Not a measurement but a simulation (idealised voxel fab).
Process module in this document: voxel ribs on slabs
Cross-section cut: width 245 nm, square cells of 5 nm.
Cross-section format: a grid of square cells, given as bands from top to bottom; each band is one or more rows of cells. Top, bottom (nm), then materials left to right with widths (nm); lone material tagged "edge to edge" fills the whole band edge to edge; "air" = empty space. It should be noted that heights are counted from 0, beneath which the wafer as supplied is of one material throughout, and that the lowest band possesses no lower boundary but continues downward, as written in "0 nm and below". Top row gets the first number, bottom row gets the second, and each row in between changes by the same step: that is how a band width like "30..40" works. "stayed the same" means the step left every cell of the cross-section as it was. "closed voids": empty spaces of 8 cells or more with no open way to the top, each given as width x height at distance, distance from the left edge, all in nm. Whatever follows a step's settings on its line is a remark the simulator itself makes about that step. Among the settings permitted on a step's line is "overlay nm"; applied to a step with a mask, it specifies the extent to which the mask lay to the right of its planned position, whereas a negative figure signifies a position to the left. In what follows, pairs of cross-sections are presented, each taken before and after one process step, with the after cross-section shown only down to the lowest band that was altered; the step, together with its settings, is stated below the pair. The pairs may stem from different runs of this module on the same starting wafer; accordingly, a pair should be taken as continuing from the one above it solely where its entry headed "Pre-step view" indicates as much.

Pre-step view:
  0 nm and below = Si edge to edge
  closed voids: none

Cut View, Post-Step:
  25 nm to 0 nm = SiO2 edge to edge
  Everything below 0 is unchanged.
  closed voids: none
Between before and after as drawn above: op DIRECTIONAL_DEP | material SiO2 | thk nm 25

Pre-step view: nothing new to draw here, it's the after view of the pair just above.

Cut View, Post-Step:
  50 nm to 25 nm = SiN edge to edge
  Everything below 25 is unchanged.
  closed voids: none
Between before and after as drawn above: op DIRECTIONAL_DEP | material SiN | thk nm 25

Pre-step view: nothing new to draw here, it's the after view of the pair just above.

Cut View, Post-Step:
  65 nm to 50 nm = aC edge to edge
  Everything below 50 is unchanged.
  closed voids: none
Between before and after as drawn above: op DIRECTIONAL_DEP | material aC | thk nm 15

Pre-step view: nothing new to draw here, it's the after view of the pair just above.

Cut View, Post-Step:
  95 nm to 65 nm = 115 air, then 15 resist, then 115 air
  Everything below 65 is unchanged.
  closed voids: none
Between before and after as drawn above: op PATTERN | tone cover | mask id RIB | material resist | width nm 15 | thk nm 30 | overlay nm 0

Pre-step view: nothing new to draw here, it's the after view of the pair just above.

Cut View, Post-Step:
  80 nm to 65 nm = 115 air, then 15 resist, then 115 air
  65 nm to 50 nm = 115 air, then 15 aC, then 115 air
  Everything below 50 is unchanged.
  closed voids: none
Between before and after as drawn above: op DIRECTIONAL_ETCH | etch materials aC | depth nm 15

Pre-step view: nothing new to draw here, it's the after view of the pair just above.

Cut View, Post-Step:
  65 nm to 50 nm = 115 air, then 15 aC, then 115 air
  Everything below 50 is unchanged.
  closed voids: none
Between before and after as drawn above: op STRIP | etch materials resist

Pre-step view: nothing new to draw here, it's the after view of the pair just above.

Cut View, Post-Step:
  65 nm to 50 nm = 115 air, then 15 aC, then 115 air
  50 nm to 45 nm = 115 air, then 15 SiN, then 115 air
  Everything below 45 is unchanged.
  closed voids: none
Between before and after as drawn above: op DIRECTIONAL_ETCH | etch materials SiN | depth nm 5

Pre-step view: nothing new to draw here, it's the after view of the pair just above.

Cut View, Post-Step:
  50 nm to 45 nm = 115 air, then 15 SiN, then 115 air
  Everything below 45 is unchanged.
  closed voids: none
Between before and after as drawn above: op STRIP | etch materials aC

Pre-step view: nothing new to draw here, it's the after view of the pair just above.

Cut View, Post-Step:
  50 nm to 45 nm = 115 air, then 15 SiN, then 115 air
  45 nm to 25 nm = 95 air, then 55 SiN, then 95 air
  Everything below 25 is unchanged.
  closed voids: none
Between before and after as drawn above: op MASKED_ETCH | tone cover | mask id SLAB | width nm 55 | etch materials SiN | depth nm 20 | overlay nm 0

Pre-step view: nothing new to draw here, it's the after view of the pair just above.

Cut View, Post-Step:
  70 nm to 50 nm = SiO2 edge to edge
  50 nm to 45 nm = 115 SiO2, then 15 SiN, then 115 SiO2
  45 nm to 25 nm = 95 SiO2, then 55 SiN, then 95 SiO2
  Everything below 25 is unchanged.
  closed voids: none
Between before and after as drawn above: op FILL_DEP | material SiO2 | thk nm 20

Pre-step view: nothing new to draw here, it's the after view of the pair just above.

Cut View, Post-Step:
  65 nm to 50 nm = SiO2 edge to edge
  Everything below 50 is unchanged.
  closed voids: none
Between before and after as drawn above: op CMP | height nm 65

Pre-step view: nothing new to draw here, it's the after view of the pair just above.

Cut View, Post-Step:
  75 nm to 65 nm = TiN edge to edge
  Everything below 65 is unchanged.
  closed voids: none
Between before and after as drawn above: op DIRECTIONAL_DEP | material TiN | thk nm 10

Pre-step view: nothing new to draw here, it's the after view of the pair just above.

Cut View, Post-Step:
  90 nm to 75 nm = 110 air, then 25 resist, then 110 air
  Everything below 75 is unchanged.
  closed voids: none
Between before and after as drawn above: op PATTERN | tone cover | mask id HEATER | material resist | width nm 25 | thk nm 15 | overlay nm 0

Pre-step view: nothing new to draw here, it's the after view of the pair just above.

Cut View, Post-Step:
  90 nm to 75 nm = 110 air, then 25 resist, then 110 air
  75 nm to 65 nm = 110 air, then 25 TiN, then 110 air
  Everything below 65 is unchanged.
  closed voids: none
Between before and after as drawn above: op DIRECTIONAL_ETCH | etch materials TiN | depth nm 10

Pre-step view: nothing new to draw here, it's the after view of the pair just above.

Cut View, Post-Step:
  75 nm to 65 nm = 110 air, then 25 TiN, then 110 air
  Everything below 65 is unchanged.
  closed voids: none
Between before and after as drawn above: op STRIP | etch materials resist

Pre-step view: nothing new to draw here, it's the after view of the pair just above.

Cut View, Post-Step:
  85 nm to 75 nm = 100 air, then 45 SiN, then 100 air
  75 nm to 65 nm = 110 SiN, then 25 TiN, then 110 SiN
  Everything below 65 is unchanged.
  closed voids: none
Between before and after as drawn above: op CONFORMAL_DEP | material SiN | thk nm 10

Pre-step view:
  50 nm to 25 nm = SiN edge to edge
  25 nm to 0 nm = SiO2 edge to edge
  0 nm and below = Si edge to edge
  closed voids: none

Cut View, Post-Step:
  75 nm to 25 nm = SiN edge to edge
  Everything below 25 is unchanged.
  closed voids: none
Between before and after as drawn above: op DIRECTIONAL_DEP | material SiN | thk nm 25

Pre-step view: nothing new to draw here, it's the after view of the pair just above.

Cut View, Post-Step:
  90 nm to 75 nm = aC edge to edge
  Everything below 75 is unchanged.
  closed voids: none
Between before and after as drawn above: op DIRECTIONAL_DEP | material aC | thk nm 15

Pre-step view: nothing new to draw here, it's the after view of the pair just above.

Cut View, Post-Step:
  120 nm to 90 nm = 115 air, then 15 resist, then 115 air
  Everything below 90 is unchanged.
  closed voids: none
Between before and after as drawn above: op PATTERN | tone cover | mask id RIB | material resist | width nm 15 | thk nm 30 | overlay nm 0

Pre-step view: nothing new to draw here, it's the after view of the pair just above.

Cut View, Post-Step:
  105 nm to 90 nm = 115 air, then 15 resist, then 115 air
  90 nm to 75 nm = 115 air, then 15 aC, then 115 air
  Everything below 75 is unchanged.
  closed voids: none
Between before and after as drawn above: op DIRECTIONAL_ETCH | etch materials aC | depth nm 15

Pre-step view: nothing new to draw here, it's the after view of the pair just above.

Cut View, Post-Step:
  90 nm to 75 nm = 115 air, then 15 aC, then 115 air
  Everything below 75 is unchanged.
  closed voids: none
Between before and after as drawn above: op STRIP | etch materials resist

Pre-step view: nothing new to draw here, it's the after view of the pair just above.

Cut View, Post-Step:
  90 nm to 75 nm = 115 air, then 15 aC, then 115 air
  75 nm to 70 nm = 115 air, then 15 SiN, then 115 air
  Everything below 70 is unchanged.
  closed voids: none
Between before and after as drawn above: op DIRECTIONAL_ETCH | etch materials SiN | depth nm 5

Pre-step view: nothing new to draw here, it's the after view of the pair just above.

Cut View, Post-Step:
  75 nm to 70 nm = 115 air, then 15 SiN, then 115 air
  Everything below 70 is unchanged.
  closed voids: none
Between before and after as drawn above: op STRIP | etch materials aC

Pre-step view: nothing new to draw here, it's the after view of the pair just above.

Cut View, Post-Step:
  75 nm to 70 nm = 115 air, then 15 SiN, then 115 air
  70 nm to 50 nm = 95 air, then 55 SiN, then 95 air
  Everything below 50 is unchanged.
  closed voids: none
Between before and after as drawn above: op MASKED_ETCH | tone cover | mask id SLAB | width nm 55 | etch materials SiN | depth nm 20 | overlay nm 0

Pre-step view: nothing new to draw here, it's the after view of the pair just above.

Cut View, Post-Step:
  95 nm to 75 nm = SiO2 edge to edge
  75 nm to 70 nm = 115 SiO2, then 15 SiN, then 115 SiO2
  70 nm to 50 nm = 95 SiO2, then 55 SiN, then 95 SiO2
  Everything below 50 is unchanged.
  closed voids: none
Between before and after as drawn above: op FILL_DEP | material SiO2 | thk nm 20

Pre-step view: nothing new to draw here, it's the after view of the pair just above.

Cut View, Post-Step:
  65 nm to 50 nm = 95 SiO2, then 55 SiN, then 95 SiO2
  Everything below 50 is unchanged.
  closed voids: none
Between before and after as drawn above: op CMP | height nm 65

Pre-step view: nothing new to draw here, it's the after view of the pair just above.

Cut View, Post-Step:
  75 nm to 65 nm = TiN edge to edge
  Everything below 65 is unchanged.
  closed voids: none
Between before and after as drawn above: op DIRECTIONAL_DEP | material TiN | thk nm 10

Pre-step view: nothing new to draw here, it's the after view of the pair just above.

Cut View, Post-Step:
  90 nm to 75 nm = 110 air, then 25 resist, then 110 air
  Everything below 75 is unchanged.
  closed voids: none
Between before and after as drawn above: op PATTERN | tone cover | mask id HEATER | material resist | width nm 25 | thk nm 15 | overlay nm 0

Pre-step view: nothing new to draw here, it's the after view of the pair just above.

Cut View, Post-Step:
  90 nm to 75 nm = 110 air, then 25 resist, then 110 air
  75 nm to 65 nm = 110 air, then 25 TiN, then 110 air
  Everything below 65 is unchanged.
  closed voids: none
Between before and after as drawn above: op DIRECTIONAL_ETCH | etch materials TiN | depth nm 10

Pre-step view: nothing new to draw here, it's the after view of the pair just above.

Cut View, Post-Step:
  75 nm to 65 nm = 110 air, then 25 TiN, then 110 air
  Everything below 65 is unchanged.
  closed voids: none
Between before and after as drawn above: op STRIP | etch materials resist

Pre-step view: nothing new to draw here, it's the after view of the pair just above.

Cut View, Post-Step:
  85 nm to 75 nm = 100 air, then 45 SiN, then 100 air
  75 nm to 65 nm = 110 SiN, then 25 TiN, then 110 SiN
  Everything below 65 is unchanged.
  closed voids: none
Between before and after as drawn above: op CONFORMAL_DEP | material SiN | thk nm 10

Pre-step view:
  0 nm and below = Si edge to edge
  closed voids: none

Cut View, Post-Step:
  25 nm to 0 nm = SiN edge to edge
  Everything below 0 is unchanged.
  closed voids: none
Between before and after as drawn above: op DIRECTIONAL_DEP | material SiN | thk nm 25

Pre-step view: nothing new to draw here, it's the after view of the pair just above.

Cut View, Post-Step:
  50 nm to 25 nm = SiO2 edge to edge
  Everything below 25 is unchanged.
  closed voids: none
Between before and after as drawn above: op DIRECTIONAL_DEP | material SiO2 | thk nm 25

Pre-step view: nothing new to draw here, it's the after view of the pair just above.

Cut View, Post-Step:
  65 nm to 50 nm = aC edge to edge
  Everything below 50 is unchanged.
  closed voids: none
Between before and after as drawn above: op DIRECTIONAL_DEP | material aC | thk nm 15

Pre-step view: nothing new to draw here, it's the after view of the pair just above.

Cut View, Post-Step:
  95 nm to 65 nm = 115 air, then 15 resist, then 115 air
  Everything below 65 is unchanged.
  closed voids: none
Between before and after as drawn above: op PATTERN | tone cover | mask id RIB | material resist | width nm 15 | thk nm 30 | overlay nm 0

Pre-step view: nothing new to draw here, it's the after view of the pair just above.

Cut View, Post-Step:
  80 nm to 65 nm = 115 air, then 15 resist, then 115 air
  65 nm to 50 nm = 115 air, then 15 aC, then 115 air
  Everything below 50 is unchanged.
  closed voids: none
Between before and after as drawn above: op DIRECTIONAL_ETCH | etch materials aC | depth nm 15

Pre-step view: nothing new to draw here, it's the after view of the pair just above.

Cut View, Post-Step:
  65 nm to 50 nm = 115 air, then 15 aC, then 115 air
  Everything below 50 is unchanged.
  closed voids: none
Between before and after as drawn above: op STRIP | etch materials resist

Pre-step view: nothing new to draw here, it's the after view of the pair just above.

Cut View, Post-Step:
  50 nm to 25 nm = SiO2 edge to edge
  Everything below 25 is unchanged.
  closed voids: none
Between before and after as drawn above: op STRIP | etch materials aC

Pre-step view: nothing new to draw here, it's the after view of the pair just above.

Cut View, Post-Step:
  70 nm to 25 nm = SiO2 edge to edge
  Everything below 25 is unchanged.
  closed voids: none
Between before and after as drawn above: op FILL_DEP | material SiO2 | thk nm 20

Pre-step view: nothing new to draw here, it's the after view of the pair just above.

Cut View, Post-Step:
  65 nm to 25 nm = SiO2 edge to edge
  Everything below 25 is unchanged.
  closed voids: none
Between before and after as drawn above: op CMP | height nm 65

Pre-step view: nothing new to draw here, it's the after view of the pair just above.

Cut View, Post-Step:
  75 nm to 65 nm = TiN edge to edge
  Everything below 65 is unchanged.
  closed voids: none
Between before and after as drawn above: op DIRECTIONAL_DEP | material TiN | thk nm 10

Pre-step view: nothing new to draw here, it's the after view of the pair just above.

Cut View, Post-Step:
  90 nm to 75 nm = 110 air, then 25 resist, then 110 air
  Everything below 75 is unchanged.
  closed voids: none
Between before and after as drawn above: op PATTERN | tone cover | mask id HEATER | material resist | width nm 25 | thk nm 15 | overlay nm 0

Pre-step view: nothing new to draw here, it's the after view of the pair just above.

Cut View, Post-Step:
  90 nm to 75 nm = 110 air, then 25 resist, then 110 air
  75 nm to 65 nm = 110 air, then 25 TiN, then 110 air
  Everything below 65 is unchanged.
  closed voids: none
Between before and after as drawn above: op DIRECTIONAL_ETCH | etch materials TiN | depth nm 10

Pre-step view: nothing new to draw here, it's the after view of the pair just above.

Cut View, Post-Step:
  75 nm to 65 nm = 110 air, then 25 TiN, then 110 air
  Everything below 65 is unchanged.
  closed voids: none
Between before and after as drawn above: op STRIP | etch materials resist

Pre-step view: nothing new to draw here, it's the after view of the pair just above.

Cut View, Post-Step:
  85 nm to 75 nm = 100 air, then 45 SiN, then 100 air
  75 nm to 65 nm = 110 SiN, then 25 TiN, then 110 SiN
  Everything below 65 is unchanged.
  closed voids: none
Between before and after as drawn above: op CONFORMAL_DEP | material SiN | thk nm 10

Pre-step view:
  50 nm to 45 nm = 115 air, then 15 SiN, then 115 air
  45 nm to 25 nm = SiN edge to edge
  25 nm to 0 nm = SiO2 edge to edge
  0 nm and below = Si edge to edge
  closed voids: none

Cut View, Post-Step:
  50 nm to 45 nm = 115 air, then 15 SiN, then 115 air
  45 nm to 30 nm = 95 air, then 55 SiN, then 95 air
  Everything below 30 is unchanged.
  closed voids: none
Between before and after as drawn above: op MASKED_ETCH | tone cover | mask id SLAB | width nm 55 | etch materials SiN | depth nm 15 | overlay nm 0

Pre-step view: nothing new to draw here, it's the after view of the pair just above.

Cut View, Post-Step:
  70 nm to 50 nm = SiO2 edge to edge
  50 nm to 45 nm = 115 SiO2, then 15 SiN, then 115 SiO2
  45 nm to 30 nm = 95 SiO2, then 55 SiN, then 95 SiO2
  Everything below 30 is unchanged.
  closed voids: none
Between before and after as drawn above: op FILL_DEP | material SiO2 | thk nm 20

Pre-step view: nothing new to draw here, it's the after view of the pair just above.

Cut View, Post-Step:
  65 nm to 50 nm = SiO2 edge to edge
  Everything below 50 is unchanged.
  closed voids: none
Between before and after as drawn above: op CMP | height nm 65

Pre-step view: nothing new to draw here, it's the after view of the pair just above.

Cut View, Post-Step:
  75 nm to 65 nm = TiN edge to edge
  Everything below 65 is unchanged.
  closed voids: none
Between before and after as drawn above: op DIRECTIONAL_DEP | material TiN | thk nm 10

Pre-step view: nothing new to draw here, it's the after view of the pair just above.

Cut View, Post-Step:
  90 nm to 75 nm = 110 air, then 25 resist, then 110 air
  Everything below 75 is unchanged.
  closed voids: none
Between before and after as drawn above: op PATTERN | tone cover | mask id HEATER | material resist | width nm 25 | thk nm 15 | overlay nm 0

Pre-step view: nothing new to draw here, it's the after view of the pair just above.

Cut View, Post-Step:
  90 nm to 75 nm = 110 air, then 25 resist, then 110 air
  75 nm to 65 nm = 110 air, then 25 TiN, then 110 air
  Everything below 65 is unchanged.
  closed voids: none
Between before and after as drawn above: op DIRECTIONAL_ETCH | etch materials TiN | depth nm 10

Pre-step view: nothing new to draw here, it's the after view of the pair just above.

Cut View, Post-Step:
  75 nm to 65 nm = 110 air, then 25 TiN, then 110 air
  Everything below 65 is unchanged.
  closed voids: none
Between before and after as drawn above: op STRIP | etch materials resist

Pre-step view: nothing new to draw here, it's the after view of the pair just above.

Cut View, Post-Step:
  85 nm to 75 nm = 100 air, then 45 SiN, then 100 air
  75 nm to 65 nm = 110 SiN, then 25 TiN, then 110 SiN
  Everything below 65 is unchanged.
  closed voids: none
Between before and after as drawn above: op CONFORMAL_DEP | material SiN | thk nm 10

Pre-step view:
  75 nm to 65 nm = TiN edge to edge
  65 nm to 50 nm = SiO2 edge to edge
  50 nm to 45 nm = 115 SiO2, then 15 SiN, then 115 SiO2
  45 nm to 25 nm = 95 SiO2, then 55 SiN, then 95 SiO2
  25 nm to 0 nm = SiO2 edge to edge
  0 nm and below = Si edge to edge
  closed voids: none

Cut View, Post-Step:
  90 nm to 75 nm = 110 air, then 30 resist, then 105 air
  Everything below 75 is unchanged.
  closed voids: none
Between before and after as drawn above: op PATTERN | tone cover | mask id HEATER | material resist | width nm 30 | thk nm 15 | overlay nm 0

Pre-step view: nothing new to draw here, it's the after view of the pair just above.

Cut View, Post-Step:
  90 nm to 75 nm = 110 air, then 30 resist, then 105 air
  75 nm to 65 nm = 110 air, then 30 TiN, then 105 air
  Everything below 65 is unchanged.
  closed voids: none
Between before and after as drawn above: op DIRECTIONAL_ETCH | etch materials TiN | depth nm 10

Pre-step view: nothing new to draw here, it's the after view of the pair just above.

Cut View, Post-Step:
  75 nm to 65 nm = 110 air, then 30 TiN, then 105 air
  Everything below 65 is unchanged.
  closed voids: none
Between before and after as drawn above: op STRIP | etch materials resist

Pre-step view: nothing new to draw here, it's the after view of the pair just above.

Cut View, Post-Step:
  85 nm to 75 nm = 100 air, then 50 SiN, then 95 air
  75 nm to 65 nm = 110 SiN, then 30 TiN, then 105 SiN
  Everything below 65 is unchanged.
  closed voids: none
Between before and after as drawn above: op CONFORMAL_DEP | material SiN | thk nm 10

Pre-step view:
  65 nm to 50 nm = aC edge to edge
  50 nm to 25 nm = SiN edge to edge
  25 nm to 0 nm = SiO2 edge to edge
  0 nm and below = Si edge to edge
  closed voids: none

Cut View, Post-Step:
  95 nm to 65 nm = 110 air, then 15 resist, then 120 air
  Everything below 65 is unchanged.
  closed voids: none
Between before and after as drawn above: op PATTERN | tone cover | mask id RIB | material resist | width nm 15 | thk nm 30 | overlay nm -5

Pre-step view: nothing new to draw here, it's the after view of the pair just above.

Cut View, Post-Step:
  80 nm to 65 nm = 110 air, then 15 resist, then 120 air
  65 nm to 50 nm = 110 air, then 15 aC, then 120 air
  Everything below 50 is unchanged.
  closed voids: none
Between before and after as drawn above: op DIRECTIONAL_ETCH | etch materials aC | depth nm 15

Pre-step view: nothing new to draw here, it's the after view of the pair just above.

Cut View, Post-Step:
  65 nm to 50 nm = 110 air, then 15 aC, then 120 air
  Everything below 50 is unchanged.
  closed voids: none
Between before and after as drawn above: op STRIP | etch materials resist

Pre-step view: nothing new to draw here, it's the after view of the pair just above.

Cut View, Post-Step:
  65 nm to 50 nm = 110 air, then 15 aC, then 120 air
  50 nm to 45 nm = 110 air, then 15 SiN, then 120 air
  Everything below 45 is unchanged.
  closed voids: none
Between before and after as drawn above: op DIRECTIONAL_ETCH | etch materials SiN | depth nm 5

Pre-step view: nothing new to draw here, it's the after view of the pair just above.

Cut View, Post-Step:
  50 nm to 45 nm = 110 air, then 15 SiN, then 120 air
  Everything below 45 is unchanged.
  closed voids: none
Between before and after as drawn above: op STRIP | etch materials aC

Pre-step view: nothing new to draw here, it's the after view of the pair just above.

Cut View, Post-Step:
  50 nm to 45 nm = 110 air, then 15 SiN, then 120 air
  45 nm to 25 nm = 95 air, then 55 SiN, then 95 air
  Everything below 25 is unchanged.
  closed voids: none
Between before and after as drawn above: op MASKED_ETCH | tone cover | mask id SLAB | width nm 55 | etch materials SiN | depth nm 20 | overlay nm 0

Pre-step view: nothing new to draw here, it's the after view of the pair just above.

Cut View, Post-Step:
  70 nm to 50 nm = SiO2 edge to edge
  50 nm to 45 nm = 110 SiO2, then 15 SiN, then 120 SiO2
  45 nm to 25 nm = 95 SiO2, then 55 SiN, then 95 SiO2
  Everything below 25 is unchanged.
  closed voids: none
Between before and after as drawn above: op FILL_DEP | material SiO2 | thk nm 20

Pre-step view: nothing new to draw here, it's the after view of the pair just above.

Cut View, Post-Step:
  65 nm to 50 nm = SiO2 edge to edge
  Everything below 50 is unchanged.
  closed voids: none
Between before and after as drawn above: op CMP | height nm 65

Pre-step view: nothing new to draw here, it's the after view of the pair just above.

Cut View, Post-Step:
  75 nm to 65 nm = TiN edge to edge
  Everything below 65 is unchanged.
  closed voids: none
Between before and after as drawn above: op DIRECTIONAL_DEP | material TiN | thk nm 10

Pre-step view: nothing new to draw here, it's the after view of the pair just above.

Cut View, Post-Step:
  90 nm to 75 nm = 110 air, then 25 resist, then 110 air
  Everything below 75 is unchanged.
  closed voids: none
Between before and after as drawn above: op PATTERN | tone cover | mask id HEATER | material resist | width nm 25 | thk nm 15 | overlay nm 0

Pre-step view: nothing new to draw here, it's the after view of the pair just above.

Cut View, Post-Step:
  90 nm to 75 nm = 110 air, then 25 resist, then 110 air
  75 nm to 65 nm = 110 air, then 25 TiN, then 110 air
  Everything below 65 is unchanged.
  closed voids: none
Between before and after as drawn above: op DIRECTIONAL_ETCH | etch materials TiN | depth nm 10

Pre-step view: nothing new to draw here, it's the after view of the pair just above.

Cut View, Post-Step:
  75 nm to 65 nm = 110 air, then 25 TiN, then 110 air
  Everything below 65 is unchanged.
  closed voids: none
Between before and after as drawn above: op STRIP | etch materials resist

Pre-step view: nothing new to draw here, it's the after view of the pair just above.

Cut View, Post-Step:
  85 nm to 75 nm = 100 air, then 45 SiN, then 100 air
  75 nm to 65 nm = 110 SiN, then 25 TiN, then 110 SiN
  Everything below 65 is unchanged.
  closed voids: none
Between before and after as drawn above: op CONFORMAL_DEP | material SiN | thk nm 10

Pre-step view:
  50 nm to 45 nm = 115 air, then 15 SiN, then 115 air
  45 nm to 25 nm = 95 air, then 55 SiN, then 95 air
  25 nm to 0 nm = SiO2 edge to edge
  0 nm and below = Si edge to edge
  closed voids: none

Cut View, Post-Step:
  70 nm to 50 nm = TiN edge to edge
  50 nm to 45 nm = 115 TiN, then 15 SiN, then 115 TiN
  45 nm to 25 nm = 95 TiN, then 55 SiN, then 95 TiN
  Everything below 25 is unchanged.
  closed voids: none
Between before and after as drawn above: op FILL_DEP | material TiN | thk nm 20

Pre-step view: nothing new to draw here, it's the after view of the pair just above.

Cut View, Post-Step:
  65 nm to 50 nm = TiN edge to edge
  Everything below 50 is unchanged.
  closed voids: none
Between before and after as drawn above: op CMP | height nm 65

Pre-step view: nothing new to draw here, it's the after view of the pair just above.

Cut View, Post-Step:
  75 nm to 50 nm = TiN edge to edge
  Everything below 50 is unchanged.
  closed voids: none
Between before and after as drawn above: op DIRECTIONAL_DEP | material TiN | thk nm 10

Pre-step view: nothing new to draw here, it's the after view of the pair just above.

Cut View, Post-Step:
  90 nm to 75 nm = 110 air, then 25 resist, then 110 air
  Everything below 75 is unchanged.
  closed voids: none
Between before and after as drawn above: op PATTERN | tone cover | mask id HEATER | material resist | width nm 25 | thk nm 15 | overlay nm 0

Pre-step view: nothing new to draw here, it's the after view of the pair just above.

Cut View, Post-Step:
  90 nm to 75 nm = 110 air, then 25 resist, then 110 air
  75 nm to 65 nm = 110 air, then 25 TiN, then 110 air
  Everything below 65 is unchanged.
  closed voids: none
Between before and after as drawn above: op DIRECTIONAL_ETCH | etch materials TiN | depth nm 10

Pre-step view: nothing new to draw here, it's the after view of the pair just above.

Cut View, Post-Step:
  75 nm to 65 nm = 110 air, then 25 TiN, then 110 air
  Everything below 65 is unchanged.
  closed voids: none
Between before and after as drawn above: op STRIP | etch materials resist

Pre-step view: nothing new to draw here, it's the after view of the pair just above.

Cut View, Post-Step:
  85 nm to 75 nm = 100 air, then 45 SiN, then 100 air
  75 nm to 65 nm = 110 SiN, then 25 TiN, then 110 SiN
  Everything below 65 is unchanged.
  closed voids: none
Between before and after as drawn above: op CONFORMAL_DEP | material SiN | thk nm 10

Pre-step view:
  50 nm to 45 nm = 115 air, then 15 SiN, then 115 air
  45 nm to 25 nm = SiN edge to edge
  25 nm to 0 nm = SiO2 edge to edge
  0 nm and below = Si edge to edge
  closed voids: none

Cut View, Post-Step:
  45 nm to 30 nm = 95 SiN, then 55 air, then 95 SiN
  30 nm to 25 nm = 95 SiN, then 20 air, then 15 SiN, then 20 air, then 95 SiN
  Everything below 25 is unchanged.
  closed voids: none
Between before and after as drawn above: op MASKED_ETCH | tone open | mask id SLAB | width nm 55 | etch materials SiN | depth nm 20 | overlay nm 0

Pre-step view: nothing new to draw here, it's the after view of the pair just above.

Cut View, Post-Step:
  65 nm to 45 nm = SiO2 edge to edge
  45 nm to 30 nm = 95 SiN, then 55 SiO2, then 95 SiN
  30 nm to 25 nm = 95 SiN, then 20 SiO2, then 15 SiN, then 20 SiO2, then 95 SiN
  Everything below 25 is unchanged.
  closed voids: none
Between before and after as drawn above: op FILL_DEP | material SiO2 | thk nm 20

Pre-step view: nothing new to draw here, it's the after view of the pair just above.

Cut View, Post-Step:
  75 nm to 65 nm = TiN edge to edge
  Everything below 65 is unchanged.
  closed voids: none
Between before and after as drawn above: op DIRECTIONAL_DEP | material TiN | thk nm 10

Pre-step view: nothing new to draw here, it's the after view of the pair just above.

Cut View, Post-Step:
  90 nm to 75 nm = 110 air, then 25 resist, then 110 air
  Everything below 75 is unchanged.
  closed voids: none
Between before and after as drawn above: op PATTERN | tone cover | mask id HEATER | material resist | width nm 25 | thk nm 15 | overlay nm 0

Pre-step view: nothing new to draw here, it's the after view of the pair just above.

Cut View, Post-Step:
  90 nm to 75 nm = 110 air, then 25 resist, then 110 air
  75 nm to 65 nm = 110 air, then 25 TiN, then 110 air
  Everything below 65 is unchanged.
  closed voids: none
Between before and after as drawn above: op DIRECTIONAL_ETCH | etch materials TiN | depth nm 10

Pre-step view: nothing new to draw here, it's the after view of the pair just above.

Cut View, Post-Step:
  75 nm to 65 nm = 110 air, then 25 TiN, then 110 air
  Everything below 65 is unchanged.
  closed voids: none
Between before and after as drawn above: op STRIP | etch materials resist

Pre-step view: nothing new to draw here, it's the after view of the pair just above.

Cut View, Post-Step:
  85 nm to 75 nm = 100 air, then 45 SiN, then 100 air
  75 nm to 65 nm = 110 SiN, then 25 TiN, then 110 SiN
  Everything below 65 is unchanged.
  closed voids: none
Between before and after as drawn above: op CONFORMAL_DEP | material SiN | thk nm 10
